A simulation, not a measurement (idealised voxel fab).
process module | voxel released beams
cross-section cut | 220 nm wide | cells 5 nm
A cross-section is a grid of square cells, given in bands from the top down. A band is one or more rows of cells.
Each band's line starts with the height of the band's top and of its bottom, in nm. Then come its materials from left to right, each with its width in nm. One material with "throughout" fills the band from edge to edge. "air" is empty space.
Height 0 is the level under which the wafer as received is all one material. The lowest band goes on downwards, as in "0 down".
A width such as "30 to 40" changes by the same amount from each row of cells to the next, from the band's top row to its bottom row.
"no change" after a step means that no cell of the cross-section changed.
closed voids: empty space of 8 cells or more with no open way to the top, each as width x height at its distance from the left edge, in nm
after a step's settings: what the simulator itself notes on the step
overlay nm, on a step with a mask: how far to the right of its planned place the mask lay; to the left if negative
Each pair below shows a cross-section before one step and the cross-section after it, down to the lowest band that changed. The line under each pair gives the step between them, with its settings. The pairs can come from different runs of this module on the same starting wafer, so a pair continues from the pair above only where its "before" says so.
before
  0 down: Si throughout
  closed voids: none
after
  5 to 0: SiN throughout
  below 0: unchanged
  closed voids: none
the step between: op CONFORMAL_DEP | material SiN | thk nm 5
before: the cross-section after the pair above
after
  15 to 5: SiO2 throughout
  below 5: unchanged
  closed voids: none
the step between: op DIRECTIONAL_DEP | material SiO2 | thk nm 10
before: the cross-section after the pair above
after
  15 to 5: SiO2 50 | air 35 | SiO2 135
  below 5: unchanged
  closed voids: none
the step between: op MASKED_ETCH | tone open | mask id ANCHOR | width nm 35 | etch materials SiO2 | depth nm 10 | overlay nm 0
before: the cross-section after the pair above
after
  25 to 15: W 60 | air 15 | W 145
  15 to 5: SiO2 50 | W 35 | SiO2 135
  below 5: unchanged
  closed voids: none
the step between: op CONFORMAL_DEP | material W | thk nm 10
before: the cross-section after the pair above
after
  25 to 15: air 45 | W 15 | air 15 | W 90 | air 55
  below 15: unchanged
  closed voids: none
the step between: op MASKED_ETCH | tone cover | mask id BEAM | width nm 120 | etch materials W | depth nm 10 | overlay nm 0
before: the cross-section after the pair above
after
  25 to 15: air 45 | W 15 | air 15 | W 90 | air 55
  15 to 5: air 50 | W 35 | air 135
  below 5: unchanged
  closed voids: none
the step between: op STRIP | etch materials SiO2
before
  0 down: Si throughout
  closed voids: none
after
  10 to 0: SiO2 throughout
  below 0: unchanged
  closed voids: none
the step between: op DIRECTIONAL_DEP | material SiO2 | thk nm 10
before: the cross-section after the pair above
after
  10 to 0: SiO2 50 | air 35 | SiO2 135
  below 0: unchanged
  closed voids: none
the step between: op MASKED_ETCH | tone open | mask id ANCHOR | width nm 35 | etch materials SiO2 | depth nm 10 | overlay nm 0
before: the cross-section after the pair above
after
  20 to 10: W 60 | air 15 | W 145
  10 to 0: SiO2 50 | W 35 | SiO2 135
  below 0: unchanged
  closed voids: none
the step between: op CONFORMAL_DEP | material W | thk nm 10
before: the cross-section after the pair above
after
  20 to 10: air 45 | W 15 | air 15 | W 90 | air 55
  below 10: unchanged
  closed voids: none
the step between: op MASKED_ETCH | tone cover | mask id BEAM | width nm 120 | etch materials W | depth nm 10 | overlay nm 0
before: the cross-section after the pair above
after
  20 to 10: air 45 | W 15 | air 15 | W 90 | air 55
  10 to 0: air 50 | W 35 | air 135
  below 0: unchanged
  closed voids: none
the step between: op STRIP | etch materials SiO2
before
  10 to 0: SiO2 throughout
  0 down: Si throughout
  closed voids: none
after
  15 to 10: SiN throughout
  below 10: unchanged
  closed voids: none
the step between: op CONFORMAL_DEP | material SiN | thk nm 5
before: the cross-section after the pair above
after
  25 to 15: W throughout
  below 15: unchanged
  closed voids: none
the step between: op CONFORMAL_DEP | material W | thk nm 10
before: the cross-section after the pair above
after
  25 to 15: air 45 | W 120 | air 55
  below 15: unchanged
  closed voids: none
the step between: op MASKED_ETCH | tone cover | mask id BEAM | width nm 120 | etch materials W | depth nm 10 | overlay nm 0
before
  15 to 5: SiO2 50 | air 35 | SiO2 135
  5 to 0: SiN throughout
  0 down: Si throughout
  closed voids: none
after
  20 to 15: W 55 | air 25 | W 140
  15 to 10: SiO2 50 | W 5 | air 25 | W 5 | SiO2 135
  10 to 5: SiO2 50 | W 35 | SiO2 135
  below 5: unchanged
  closed voids: none
the step between: op CONFORMAL_DEP | material W | thk nm 5
before: the cross-section after the pair above
after
  20 to 15: air 45 | W 10 | air 25 | W 85 | air 55
  below 15: unchanged
  closed voids: none
the step between: op MASKED_ETCH | tone cover | mask id BEAM | width nm 120 | etch materials W | depth nm 10 | overlay nm 0
before: the cross-section after the pair above
after
  20 to 10: air 45 to 50 | W 10 to 5 | air 25 | W 85 to 5 | air 55 to 135
  10 to 5: air 50 | W 35 | air 135
  below 5: unchanged
  closed voids: none
the step between: op STRIP | etch materials SiO2
before
  25 to 15: W 60 | air 15 | W 145
  15 to 5: SiO2 50 | W 35 | SiO2 135
  5 to 0: SiN throughout
  0 down: Si throughout
  closed voids: none
after
  25 to 15: air 45 | W 15 | air 15 | W 95 | air 50
  below 15: unchanged
  closed voids: none
the step between: op MASKED_ETCH | tone cover | mask id BEAM | width nm 125 | etch materials W | depth nm 10 | overlay nm 0
before: the cross-section after the pair above
after
  25 to 15: air 45 | W 15 | air 15 | W 95 | air 50
  15 to 5: air 50 | W 35 | air 135
  below 5: unchanged
  closed voids: none
the step between: op STRIP | etch materials SiO2
before
  25 to 15: W 60 | air 15 | W 145
  15 to 5: SiO2 50 | W 35 | SiO2 135
  5 to 0: SiN throughout
  0 down: Si throughout
  closed voids: none
after
  25 to 15: air 35 | W 25 | air 15 | W 80 | air 65
  below 15: unchanged
  closed voids: none
the step between: op MASKED_ETCH | tone cover | mask id BEAM | width nm 120 | etch materials W | depth nm 10 | overlay nm -10
before: the cross-section after the pair above
after
  25 to 15: air 35 | W 25 | air 15 | W 80 | air 65
  15 to 5: air 50 | W 35 | air 135
  below 5: unchanged
  closed voids: none
the step between: op STRIP | etch materials SiO2
before
  25 to 15: air 45 | W 15 | air 15 | W 90 | air 55
  15 to 5: SiO2 50 | W 35 | SiO2 135
  5 to 0: SiN throughout
  0 down: Si throughout
  closed voids: none
after
  15 to 5: SiO2 50 | air 35 | SiO2 135
  below 5: unchanged
  closed voids: none
the step between: op STRIP | etch materials W
before
  25 to 15: W 60 | air 15 | W 145
  15 to 5: SiO2 50 | W 35 | SiO2 135
  5 to 0: SiN throughout
  0 down: Si throughout
  closed voids: none
after
  25 to 15: W 45 | air 120 | W 55
  15 to 5: SiO2 50 | W 10 | air 15 | W 10 | SiO2 135
  below 5: unchanged
  closed voids: none
the step between: op MASKED_ETCH | tone open | mask id BEAM | width nm 120 | etch materials W | depth nm 10 | overlay nm 0
before: the cross-section after the pair above
after
  15 to 5: air 50 | W 10 | air 15 | W 10 | air 135
  below 5: unchanged
  closed voids: none
the step between: op STRIP | etch materials SiO2
